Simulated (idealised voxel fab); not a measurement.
The document below concerns the process module designated voxel lift off.
Shown is cross-section cut, with a width of 250 nm and square cells of size 5 nm.
A cross-section is a grid of square cells, given in bands from the top down. A band is one or more rows of cells.
Band entry format. Leading values: height of top, height of bottom, nm. Remainder: materials in left-to-right order, each with its width in nm. Special words: "everywhere" on a single material, which then fills the band edge to edge; "air", empty space.
Height reference: 0 = level under which incoming wafer is all one material. Lowest band: no bottom, runs on downward, e.g. "z 0 and below".
Width spec "30->40" -> top row of cells at first value, bottom row at second value, equal per-row change in between.
Step marked "stayed the same"? Then no cell in the cross-section changed in it.
The entry "Non-vented voids" lists the empty spaces that cover at least 8 cells and have no open path to the top. Each is written as width x height at distance, where the distance is measured from the left edge and all three values are in nm.
What comes after the settings on a step's line is commentary from the simulator itself on that step.
Each step line may optionally specify "overlay nm", which for a step with a mask gives the rightward distance between the mask's planned place and where it lay, a negative value indicating the leftward direction.
This section lists the process steps that were planned
1: RECEIVE,material Si
2: CONFORMAL_DEP,material SiO2,thk nm 15
3: PATTERN,tone open,mask id LINES,material resist,width nm 30,pitch nm 55,thk nm 30,overlay nm 0
4: DIRECTIONAL_DEP,material Ru,thk nm 15
5: STRIP,etch materials resist
6: CONFORMAL_DEP,material SiO2,thk nm 10
Cross-section of the wafer upon arrival, representing the state reached after step 1
  z 0 and below = Si everywhere
  Non-vented voids: none
First wafer at the end, as planned
  z 40 to 30 = air 70 nm; SiO2 50 nm; air 5 nm; SiO2 50 nm; air 75 nm
  z 30 to 25 = air 70 nm; SiO2 10 nm; Ru 30 nm; SiO2 10 nm; air 5 nm; SiO2 10 nm; Ru 30 nm; SiO2 10 nm; air 75 nm
  z 25 to 15 = SiO2 80 nm; Ru 30 nm; SiO2 25 nm; Ru 30 nm; SiO2 85 nm
  z 15 to 0 = SiO2 everywhere
  z 0 and below = Si everywhere
  Non-vented voids: none
Cross-sectional image of the second wafer of the two following completion of the module. Starting state and process plan were the same as for the first wafer; one execution error occurred
  z 55 to 45 = air 70 nm; SiO2 50 nm; air 5 nm; SiO2 50 nm; air 75 nm
  z 45 to 40 = air 70 nm; SiO2 10 nm; Ru 30 nm; SiO2 10 nm; air 5 nm; SiO2 10 nm; Ru 30 nm; SiO2 10 nm; air 75 nm
  z 40 to 30 = SiO2 80 nm; Ru 30 nm; SiO2 25 nm; Ru 30 nm; SiO2 85 nm
  z 30 to 0 = SiO2 everywhere
  z 0 and below = Si everywhere
  Non-vented voids: none
Deviation noted in wafer processing: step 2 in the plan was executed twice
At the finish, the second wafer shows more or fewer cells for some materials than the first does: +150 SiO2
